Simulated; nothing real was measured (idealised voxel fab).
This is a process module. Its name is voxel self aligned contacts.
Section cut is 145 nm wide and gridded with 5 nm square cells.
Heads up, the way a cross-section reads in here is a grid of square cells, handed over as bands from the top down, with every band being one or more rows of cells. Band: top and bottom heights (nm) first, top before bottom; then materials from left to right, widths in nm. "throughout" marks a sole material filling the band edge to edge. "empty" denotes empty space. Heads up on the height convention: 0 is the point under which the incoming wafer is all one material, and the lowest band has no bottom, it just keeps going down, like "0 nm and below". With a width like "30..40", each row of cells in the band differs from the next by the same amount, the top row carrying the first number and the bottom row the second. "nothing changed" -> step changed no cross-section cell. "Listed closed voids" enumerates empty spaces isolated from the top, with no open way to it, that contain at least 8 cells, giving each as width x height at distance from the left edge, all three in nm. What comes after the settings on a step's line is commentary from the simulator itself on that step. overlay nm, on a step with a mask: how far to the right of its planned place the mask lay; to the left if negative.

These are the steps we planned for the process
1. RECEIVE,material Si
2. OXIDIZE,depth nm 5
3. DIRECTIONAL_DEP,material polySi,thk nm 30
4. DIRECTIONAL_DEP,material SiN,thk nm 20
5. PATTERN,tone cover,mask id GATE,material resist,width nm 30,pitch nm 75,thk nm 15,overlay nm 0
6. DIRECTIONAL_ETCH,etch materials SiN,depth nm 20
7. DIRECTIONAL_ETCH,etch materials polySi,depth nm 30
8. STRIP,etch materials resist
9. CONFORMAL_DEP,material SiN,thk nm 10
10. DIRECTIONAL_ETCH,etch materials SiN,depth nm 10
11. FILL_DEP,material SiO2,thk nm 15
12. CMP,height nm 55
13. MASKED_ETCH,tone open,mask id CONTACT,width nm 55,etch materials SiO2,depth nm 60,overlay nm 0
14. CONFORMAL_DEP,material TiN,thk nm 5
15. FILL_DEP,material Ru,thk nm 10
16. CMP,height nm 55
17. CONFORMAL_DEP,material SiN,thk nm 5

Below: the first of two wafers, run as planned

The cross-section here shows the wafer as received, i.e. in its state after step 1
    0 nm and below  Si throughout
    Listed closed voids: none

Wafer after step 2 (cross-section)
    0 nm to -5 nm  SiO2 throughout
    Rest of section, below -5: as before.

Wafer after step 3 (cross-section)
    30 nm to 0 nm  polySi throughout
    Rest of section, below 0: as before.

Wafer after step 4 (cross-section)
    50 nm to 30 nm  SiN throughout
    Rest of section, below 30: as before.

Wafer after step 5 (cross-section)
    65 nm to 50 nm  empty 20, resist 30, empty 45, resist 30, empty 20
    Rest of section, below 50: as before.

Wafer after step 6 (cross-section)
    65 nm to 50 nm  empty 20, resist 30, empty 45, resist 30, empty 20
    50 nm to 30 nm  empty 20, SiN 30, empty 45, SiN 30, empty 20
    Rest of section, below 30: as before.

Wafer after step 7 (cross-section)
    65 nm to 50 nm  empty 20, resist 30, empty 45, resist 30, empty 20
    50 nm to 30 nm  empty 20, SiN 30, empty 45, SiN 30, empty 20
    30 nm to 0 nm  empty 20, polySi 30, empty 45, polySi 30, empty 20
    Rest of section, below 0: as before.

Wafer after step 8 (cross-section)
    50 nm to 30 nm  empty 20, SiN 30, empty 45, SiN 30, empty 20
    Rest of section, below 30: as before.

Wafer after step 9 (cross-section)
    60 nm to 30 nm  empty 10, SiN 50, empty 25, SiN 50, empty 10
    30 nm to 10 nm  empty 10, SiN 10, polySi 30, SiN 10, empty 25, SiN 10, polySi 30, SiN 10, empty 10
    10 nm to 0 nm  SiN 20, polySi 30, SiN 45, polySi 30, SiN 20
    Rest of section, below 0: as before.

Wafer after step 10 (cross-section)
    50 nm to 30 nm  empty 10, SiN 50, empty 25, SiN 50, empty 10
    30 nm to 0 nm  empty 10, SiN 10, polySi 30, SiN 10, empty 25, SiN 10, polySi 30, SiN 10, empty 10
    Rest of section, below 0: as before.

Wafer after step 11 (cross-section)
    65 nm to 50 nm  SiO2 throughout
    50 nm to 30 nm  SiO2 10, SiN 50, SiO2 25, SiN 50, SiO2 10
    30 nm to 0 nm  SiO2 10, SiN 10, polySi 30, SiN 10, SiO2 25, SiN 10, polySi 30, SiN 10, SiO2 10
    Rest of section, below 0: as before.

Wafer after step 12 (cross-section)
    55 nm to 50 nm  SiO2 throughout
    Rest of section, below 50: as before.

Wafer after step 13 (cross-section)
    55 nm to 50 nm  SiO2 45, empty 55, SiO2 45
    50 nm to 30 nm  SiO2 10, SiN 50, empty 25, SiN 50, SiO2 10
    30 nm to 0 nm  SiO2 10, SiN 10, polySi 30, SiN 10, empty 25, SiN 10, polySi 30, SiN 10, SiO2 10
    0 nm to -5 nm  SiO2 60, empty 25, SiO2 60
    Rest of section, below -5: as before.

Wafer after step 14 (cross-section)
    60 nm to 55 nm  TiN 50, empty 45, TiN 50
    55 nm to 50 nm  SiO2 45, TiN 20, empty 15, TiN 20, SiO2 45
    50 nm to 30 nm  SiO2 10, SiN 50, TiN 5, empty 15, TiN 5, SiN 50, SiO2 10
    30 nm to 0 nm  SiO2 10, SiN 10, polySi 30, SiN 10, TiN 5, empty 15, TiN 5, SiN 10, polySi 30, SiN 10, SiO2 10
    0 nm to -5 nm  SiO2 60, TiN 25, SiO2 60
    Rest of section, below -5: as before.

Wafer after step 15 (cross-section)
    70 nm to 60 nm  Ru throughout
    60 nm to 55 nm  TiN 50, Ru 45, TiN 50
    55 nm to 50 nm  SiO2 45, TiN 20, Ru 15, TiN 20, SiO2 45
    50 nm to 30 nm  SiO2 10, SiN 50, TiN 5, Ru 15, TiN 5, SiN 50, SiO2 10
    30 nm to 0 nm  SiO2 10, SiN 10, polySi 30, SiN 10, TiN 5, Ru 15, TiN 5, SiN 10, polySi 30, SiN 10, SiO2 10
    Rest of section, below 0: as before.

Wafer after step 16 (cross-section)
    55 nm to 50 nm  SiO2 45, TiN 20, Ru 15, TiN 20, SiO2 45
    Rest of section, below 50: as before.

Wafer after step 17 (cross-section)
    60 nm to 55 nm  SiN throughout
    Rest of section, below 55: as before.

Now the other wafer: same start, same recipe, but we messed up one thing when running it. Up to and including step 2 it's the same as the first one

Second wafer, cross-section, planned end of step 3
    20 nm to 0 nm  polySi throughout
    Rest of section, below 0: as before.

Second wafer, cross-section, planned end of step 4
    40 nm to 20 nm  SiN throughout
    Rest of section, below 20: as before.

Second wafer, cross-section, planned end of step 5
    55 nm to 40 nm  empty 20, resist 30, empty 45, resist 30, empty 20
    Rest of section, below 40: as before.

Second wafer, cross-section, planned end of step 6
    55 nm to 40 nm  empty 20, resist 30, empty 45, resist 30, empty 20
    40 nm to 20 nm  empty 20, SiN 30, empty 45, SiN 30, empty 20
    Rest of section, below 20: as before.

Second wafer, cross-section, planned end of step 7
    55 nm to 40 nm  empty 20, resist 30, empty 45, resist 30, empty 20
    40 nm to 20 nm  empty 20, SiN 30, empty 45, SiN 30, empty 20
    20 nm to 0 nm  empty 20, polySi 30, empty 45, polySi 30, empty 20
    Rest of section, below 0: as before.

Second wafer, cross-section, planned end of step 8
    40 nm to 20 nm  empty 20, SiN 30, empty 45, SiN 30, empty 20
    Rest of section, below 20: as before.

Second wafer, cross-section, planned end of step 9
    50 nm to 20 nm  empty 10, SiN 50, empty 25, SiN 50, empty 10
    20 nm to 10 nm  empty 10, SiN 10, polySi 30, SiN 10, empty 25, SiN 10, polySi 30, SiN 10, empty 10
    10 nm to 0 nm  SiN 20, polySi 30, SiN 45, polySi 30, SiN 20
    Rest of section, below 0: as before.

Second wafer, cross-section, planned end of step 10
    40 nm to 20 nm  empty 10, SiN 50, empty 25, SiN 50, empty 10
    20 nm to 0 nm  empty 10, SiN 10, polySi 30, SiN 10, empty 25, SiN 10, polySi 30, SiN 10, empty 10
    Rest of section, below 0: as before.

Second wafer, cross-section, planned end of step 11
    55 nm to 40 nm  SiO2 throughout
    40 nm to 20 nm  SiO2 10, SiN 50, SiO2 25, SiN 50, SiO2 10
    20 nm to 0 nm  SiO2 10, SiN 10, polySi 30, SiN 10, SiO2 25, SiN 10, polySi 30, SiN 10, SiO2 10
    Rest of section, below 0: as before.

Second wafer, cross-section, planned end of step 12: nothing changed

Second wafer, cross-section, planned end of step 13
    55 nm to 40 nm  SiO2 45, empty 55, SiO2 45
    40 nm to 20 nm  SiO2 10, SiN 50, empty 25, SiN 50, SiO2 10
    20 nm to 0 nm  SiO2 10, SiN 10, polySi 30, SiN 10, empty 25, SiN 10, polySi 30, SiN 10, SiO2 10
    0 nm to -5 nm  SiO2 60, empty 25, SiO2 60
    Rest of section, below -5: as before.

Second wafer, cross-section, planned end of step 14
    60 nm to 55 nm  TiN 50, empty 45, TiN 50
    55 nm to 45 nm  SiO2 45, TiN 5, empty 45, TiN 5, SiO2 45
    45 nm to 40 nm  SiO2 45, TiN 20, empty 15, TiN 20, SiO2 45
    40 nm to 20 nm  SiO2 10, SiN 50, TiN 5, empty 15, TiN 5, SiN 50, SiO2 10
    20 nm to 0 nm  SiO2 10, SiN 10, polySi 30, SiN 10, TiN 5, empty 15, TiN 5, SiN 10, polySi 30, SiN 10, SiO2 10
    0 nm to -5 nm  SiO2 60, TiN 25, SiO2 60
    Rest of section, below -5: as before.

Second wafer, cross-section, planned end of step 15
    70 nm to 60 nm  Ru throughout
    60 nm to 55 nm  TiN 50, Ru 45, TiN 50
    55 nm to 45 nm  SiO2 45, TiN 5, Ru 45, TiN 5, SiO2 45
    45 nm to 40 nm  SiO2 45, TiN 20, Ru 15, TiN 20, SiO2 45
    40 nm to 20 nm  SiO2 10, SiN 50, TiN 5, Ru 15, TiN 5, SiN 50, SiO2 10
    20 nm to 0 nm  SiO2 10, SiN 10, polySi 30, SiN 10, TiN 5, Ru 15, TiN 5, SiN 10, polySi 30, SiN 10, SiO2 10
    Rest of section, below 0: as before.

Second wafer, cross-section, planned end of step 16
    55 nm to 45 nm  SiO2 45, TiN 5, Ru 45, TiN 5, SiO2 45
    Rest of section, below 45: as before.

Second wafer, cross-section, planned end of step 17
    60 nm to 55 nm  SiN throughout
    Rest of section, below 55: as before.
The mistake made against the process plan was this: step 3 off recipe, ran as DIRECTIONAL_DEP,material polySi,thk nm 20
Upon completion, the second wafer contains, in terms of cells, a greater or smaller amount of certain materials than the first wafer: Ru: 12 more | SiN: 16 fewer | SiO2: 28 more | polySi: 24 fewer
